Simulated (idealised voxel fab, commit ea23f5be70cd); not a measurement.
Module name: voxel self aligned contacts (process module)
Pictured: cross-section cut, 220 nm wide, on a grid of 5 nm square cells.
When this document writes out a cross-section, it uses a grid of square cells and lists it as bands, beginning at the top and moving down, with a band standing for one or more rows of cells.
Quick guide to a band line: top height, bottom height (nm) up front; then every material left to right with its width in nm. Only one material and it's marked "full width"? Then it fills the band edge to edge. And "air" just means empty space.
We count height from 0. Below that, the starting wafer is all one material. The lowest band never ends at the bottom but goes on down; see "0 and below" for how that is written.
It should be noted that a width expressed as "30->40" varies in equal increments from row to row of cells within the band, taking the value of the first number at the top row and that of the second number at the bottom row.
"identical to before" for a step: no cell of the cross-section changed in that step.
The list in "Tabulated closed voids" covers empty spaces of 8 cells or more that cannot reach the top through any open way, and it gives each as width x height at distance; the distance is from the left edge, and width, height and distance are in nm.
Heads up: the bit after the settings on a step's line is the simulator's remark on that step.
overlay nm: step with mask; distance mask lay right of planned place; negative value = left of planned place.
# Planned step list for the process
1: RECEIVE with material Si
2: OXIDIZE with depth nm 5
3: DIRECTIONAL_DEP with material polySi, thk nm 20
4: DIRECTIONAL_DEP with material SiN, thk nm 15
5: PATTERN with tone cover, mask id GATE, material resist, width nm 25, pitch nm 50, thk nm 15, overlay nm -15
6: DIRECTIONAL_ETCH with etch materials SiN, depth nm 15
7: DIRECTIONAL_ETCH with etch materials polySi, depth nm 20
8: STRIP with etch materials resist
9: CONFORMAL_DEP with material SiN, thk nm 5
10: DIRECTIONAL_ETCH with etch materials SiN, depth nm 5
11: FILL_DEP with material SiO2, thk nm 10
12: CMP with height nm 40
13: PATTERN with tone open, mask id CONTACT, material resist, width nm 35, pitch nm 50, thk nm 15, overlay nm 0
14: DIRECTIONAL_ETCH with etch materials SiO2, depth nm 45
15: STRIP with etch materials resist
16: CONFORMAL_DEP with material TiN, thk nm 5
17: FILL_DEP with material Ru, thk nm 10
18: CMP with height nm 40
19: CONFORMAL_DEP with material SiCN, thk nm 5
Wafers differ in overlay nm at step 5; plan lists the first wafer's value; identical starting state.
# The first of several wafers, as received after step 1, seen in section
- 0 and below = Si full width
- Tabulated closed voids: none
# Rows = wafers. At module end, each row lists per material the cells gained (+) or lost (-) since the wafer was received, then the closed voids
overlay nm -15, -44 Si, +44 SiCN, +87 SiN, +203 SiO2, +46 TiN, +60 polySi, Tabulated closed voids: none
overlay nm -10, +16 Ru, -44 Si, +44 SiCN, +87 SiN, +187 SiO2, +46 TiN, +60 polySi, Tabulated closed voids: none
overlay nm -5, +16 Ru, -44 Si, +44 SiCN, +87 SiN, +187 SiO2, +46 TiN, +60 polySi, Tabulated closed voids: none
overlay nm 0, +16 Ru, -44 Si, +44 SiCN, +87 SiN, +187 SiO2, +46 TiN, +60 polySi, Tabulated closed voids: none
overlay nm 5, +16 Ru, -44 Si, +44 SiCN, +87 SiN, +187 SiO2, +46 TiN, +60 polySi, Tabulated closed voids: none
overlay nm 10, +16 Ru, -44 Si, +44 SiCN, +87 SiN, +187 SiO2, +46 TiN, +60 polySi, Tabulated closed voids: none
overlay nm 15, -44 Si, +44 SiCN, +87 SiN, +203 SiO2, +46 TiN, +60 polySi, Tabulated closed voids: none
